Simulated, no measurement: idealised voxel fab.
The following process module bears the name voxel fin reveal.
Cross-sectional view cut (width: 215 nm; square cell size: 5 nm).
A cross-section is written here as square cells arranged in a grid, and it is given in bands from the top down, each band taking up one or more rows of cells. First you get the band's top height and its bottom height, in nm, and then the materials it's made of, left to right, with each width in nm. If you see a single material with "all across", that one covers the band edge to edge. "air" is empty space. Heights are measured from 0, the level below which the as-received wafer is all one material; the lowest band has no bottom and continues downward, written as in "0 and below". Read "30..40" as a graded width: first number on top, second number at the bottom, same change between each pair of neighbouring rows. Basically "all unchanged" means that step didn't change any cell in the cross-section. For the entry "Closed voids list", the listed items are empty spaces with no open way to the top whose size is 8 cells or more; each item follows the pattern width x height at distance, where distance is from the left edge and all three are in nm. Read whatever lies past the settings on a step's line as the simulator's own remark about the step. The "overlay nm" setting may appear on a step's line; for a step that uses a mask, it gives how far to the right of its planned position the mask lay, and a negative value indicates the left.
# The process steps that were planned are listed below
1,RECEIVE, material Si
2,CONFORMAL_DEP, material SiN, thk nm 10
3,DIRECTIONAL_DEP, material aC, thk nm 10
4,PATTERN, tone cover, mask id FINS, material resist, width nm 15, pitch nm 40, thk nm 25, overlay nm 0
5,DIRECTIONAL_ETCH, etch materials aC, depth nm 10
6,STRIP, etch materials resist
7,DIRECTIONAL_ETCH, etch materials SiN, depth nm 10
8,DIRECTIONAL_ETCH, etch materials Si, depth nm 30
9,STRIP, etch materials aC
10,OXIDIZE, depth nm 5
11,FILL_DEP, material SiO2, thk nm 10
12,CMP, height nm 10
13,SELECTIVE_ETCH, etch materials SiO2, depth nm 25
14,STRIP, etch materials SiN
Heads up: all these wafers start the same, and what changes between them is the width nm in step 4. The value you see in the plan is just what the first wafer got.
# Received wafers, first of several: cross-section after step 1
- 0 and below  Si all across
- Closed voids list: none
# Here is the cross-section of the first of several wafers at the end of the module, after its last step, step 14
- 0 down to -15  air (65) / Si (5) / air (35) / Si (5) / air (35) / Si (5) / air (65)
- -15 down to -35  SiO2 (65) / Si (5) / SiO2 (35) / Si (5) / SiO2 (35) / Si (5) / SiO2 (65)
- -35 and below  Si all across
- Closed voids list: none
# last wafer at the end
- 0 down to -15  air (60) / Si (15) / air (25) / Si (15) / air (25) / Si (15) / air (60)
- -15 down to -35  SiO2 (60) / Si (15) / SiO2 (25) / Si (15) / SiO2 (25) / Si (15) / SiO2 (60)
- -35 and below  Si all across
- Closed voids list: none
# The rows of the table below are wafers. Looking at the end of the module, a row counts, for every material, the cells the wafer has gained, shown as (+), or lost, shown as (-), since it was received; its closed voids come next
width nm 15 | -280 Si | +160 SiO2 | Closed voids list: none
width nm 20 | -259 Si | +148 SiO2 | Closed voids list: none
width nm 25 | -238 Si | +136 SiO2 | Closed voids list: none
